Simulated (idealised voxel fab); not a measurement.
Title: Process Module voxel wiring stack
Section shown: cut. Width: 215 nm. Cell size: 5 nm, square.
This document writes a cross-section as a grid whose cells are square, and gives it as bands, listed from the top down; one or more rows of cells form a band. A band entry consists of two parts. The first gives the height of the band's top and the height of its bottom, in nm. The rest lists the band's materials from left to right, each with its width in nm. A single material labelled with the word "all across" fills the band from edge to edge, and the word "empty" marks empty space. Heights from 0 (as-received wafer is one material below). Bottom band endless downward, as "from 0 down". Top row gets the first number, bottom row gets the second, and each row in between changes by the same step: that is how a band width like "30..40" works. Step note "all unchanged" = no cross-section cell changed. The label "Enclosed void entries" introduces a list of the empty spaces, 8 cells or larger, that have no open way up to the top; each entry in it reads width x height at distance, where the distance is taken from the left edge and all three are stated in nm. Read whatever lies past the settings on a step's line as the simulator's own remark about the step. When a step includes a mask, the "overlay nm" setting on its line states how far to the right of its planned place that mask lay, and negative values state how far to the left.
List of planned process steps
1,RECEIVE (material Si)
2,CONFORMAL_DEP (material SiO2; thk nm 15)
3,DIRECTIONAL_DEP (material TiN; thk nm 5)
4,DIRECTIONAL_DEP (material Ru; thk nm 20)
5,MASKED_ETCH (tone cover; mask id METAL_1; width nm 25; pitch nm 55; etch materials Ru; depth nm 20; overlay nm 0)
6,MASKED_ETCH (tone cover; mask id METAL_1; width nm 25; pitch nm 55; etch materials TiN; depth nm 5; overlay nm 0)
7,CONFORMAL_DEP (material SiN; thk nm 5)
8,FILL_DEP (material lowk; thk nm 5)
9,CMP (height nm 40)
10,CONFORMAL_DEP (material SiCN; thk nm 5)
11,DIRECTIONAL_DEP (material SiO2; thk nm 30)
12,PATTERN (tone open; mask id METAL_2; material resist; width nm 25; pitch nm 55; thk nm 15; overlay nm 0)
13,DIRECTIONAL_ETCH (etch materials SiO2; depth nm 20)
14,STRIP (etch materials resist)
15,DIRECTIONAL_DEP (material aC; thk nm 15)
16,PATTERN (tone open; mask id METAL_2_HOLES; material resist; width nm 15; pitch nm 55; thk nm 30; overlay nm 0)
17,DIRECTIONAL_ETCH (etch materials aC; depth nm 15)
18,STRIP (etch materials resist)
19,DIRECTIONAL_ETCH (etch materials SiO2; depth nm 10)
20,DIRECTIONAL_ETCH (etch materials SiCN; depth nm 5)
21,STRIP (etch materials aC)
22,CONFORMAL_DEP (material TiN; thk nm 5)
23,FILL_DEP (material Cu; thk nm 10)
24,CMP (height nm 75)
25,CONFORMAL_DEP (material SiCN; thk nm 5)
So this is the incoming wafer in cross-section - it's already been through step 1
	from 0 down  Si all across
	Enclosed void entries: none
Starting wafer: above. Plan: above. Run: one mistake. Cross-section after the module: below
	from 80 to 75  SiCN all across
	from 75 to 60  SiO2 40, then TiN 5, then Cu 15, then TiN 5, then SiO2 30, then TiN 5, then Cu 15, then TiN 5, then SiO2 30, then TiN 5, then Cu 15, then TiN 5, then SiO2 40
	from 60 to 55  SiO2 40, then TiN 5, then Cu 5, then TiN 15, then SiO2 30, then TiN 5, then Cu 5, then TiN 15, then SiO2 30, then TiN 5, then Cu 5, then TiN 15, then SiO2 40
	from 55 to 45  SiO2 40, then TiN 5, then Cu 5, then TiN 5, then SiO2 40, then TiN 5, then Cu 5, then TiN 5, then SiO2 40, then TiN 5, then Cu 5, then TiN 5, then SiO2 50
	from 45 to 40  SiCN 40, then TiN 15, then SiCN 40, then TiN 15, then SiCN 40, then TiN 15, then SiCN 50
	from 40 to 25  lowk 40, then SiN 5, then Ru 15, then SiN 5, then lowk 30, then SiN 5, then Ru 15, then SiN 5, then lowk 30, then SiN 5, then Ru 15, then SiN 5, then lowk 40
	from 25 to 20  lowk 35, then SiN 10, then Ru 15, then SiN 10, then lowk 20, then SiN 10, then Ru 15, then SiN 10, then lowk 20, then SiN 10, then Ru 15, then SiN 10, then lowk 35
	from 20 to 15  SiN 40, then TiN 25, then SiN 30, then TiN 25, then SiN 30, then TiN 25, then SiN 40
	from 15 to 0  SiO2 all across
	from 0 down  Si all across
	Enclosed void entries: none
Deviation from plan: step 5 ran as: MASKED_ETCH (tone cover; mask id METAL_1; width nm 15; pitch nm 55; etch materials Ru; depth nm 20; overlay nm 0)
